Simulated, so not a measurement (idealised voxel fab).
Process module heading - voxel self aligned vias
Shown is cross-section cut, with a width of 280 nm and square cells of size 5 nm.
Just so we're on the same page, the cross-sections are grids of square cells, and they're listed out in bands top to bottom, each band one or more rows deep. Quick guide to a band line: top height, bottom height (nm) up front; then every material left to right with its width in nm. Only one material and it's marked "all across"? Then it fills the band edge to edge. And "air" just means empty space. The level at which height equals 0 is the one under which the wafer, as it arrives, is entirely one material. No lower edge exists for the bottom band, which continues downward and is notated as in "0 -> down". Width spec "30->40" -> top row of cells at first value, bottom row at second value, equal per-row change in between. Where a step carries "remained the same", the cross-section came out of it unchanged, cell for cell. Closed empty spaces (no open way to the top) of 8 cells or more are what "Unvented internal voids" lists, each as width x height at distance from the left edge, nm for all three. It should be noted that, on the line of a given step, the content following the step's settings is a remark produced by the simulator itself with respect to that step. Regarding "overlay nm": on a step with a mask, it is the distance the mask lay to the right of its planned place; a negative value places it to the left.
Here's what the planned process steps look like:
1: RECEIVE with material Si
2: CONFORMAL_DEP with material SiO2, thk nm 10
3: CONFORMAL_DEP with material SiCN, thk nm 5
4: DIRECTIONAL_DEP with material lowk, thk nm 20
5: DIRECTIONAL_DEP with material aC, thk nm 10
6: PATTERN with tone open, mask id LINES, material resist, width nm 25, pitch nm 70, thk nm 25, overlay nm 0
7: DIRECTIONAL_ETCH with etch materials aC, depth nm 10
8: STRIP with etch materials resist
9: DIRECTIONAL_ETCH with etch materials lowk, depth nm 20
10: STRIP with etch materials aC
11: CONFORMAL_DEP with material TiN, thk nm 5
12: FILL_DEP with material Ru, thk nm 10
13: CMP with height nm 35
14: SELECTIVE_ETCH with etch materials W Ru TiN, depth nm 10
15: FILL_DEP with material SiN, thk nm 10
16: CMP with height nm 35
17: DIRECTIONAL_DEP with material lowk, thk nm 15
18: DIRECTIONAL_DEP with material aC, thk nm 15
19: PATTERN with tone open, mask id VIAS, material resist, width nm 35, pitch nm 70, thk nm 30, overlay nm 0
20: DIRECTIONAL_ETCH with etch materials aC, depth nm 15
21: STRIP with etch materials resist
22: DIRECTIONAL_ETCH with etch materials lowk, depth nm 15
23: DIRECTIONAL_ETCH with etch materials SiN, depth nm 10
24: STRIP with etch materials aC
25: CONFORMAL_DEP with material TiN, thk nm 5
26: FILL_DEP with material W, thk nm 10
27: CMP with height nm 50
28: CONFORMAL_DEP with material SiCN, thk nm 5
Don't read the plan's width nm for step 19 as applying to every wafer: that's the first wafer's value, and the wafers differ in it, though they all start identical.
First of several wafers, received after step 1, in cross-section:
	0 -> down  Si all across
	Unvented internal voids: none
The following table contains a row per wafer, in which are reported, at the conclusion of the module, the cells of each material gained (+) or lost (-) since the wafer's receipt, with its closed voids given thereafter:
width nm 35; +9 Ru; +112 SiCN; +112 SiO2; +66 TiN; +48 W; +269 lowk; Unvented internal voids: none
width nm 40; +9 Ru; +112 SiCN; +112 SiO2; +69 TiN; +54 W; +260 lowk; Unvented internal voids: none
width nm 45; +9 Ru; +112 SiCN; +112 SiO2; +72 TiN; +60 W; +251 lowk; Unvented internal voids: none
width nm 50; +9 Ru; +112 SiCN; +112 SiO2; +75 TiN; +66 W; +242 lowk; Unvented internal voids: none
width nm 55; +9 Ru; +112 SiCN; +112 SiO2; +78 TiN; +72 W; +233 lowk; Unvented internal voids: none
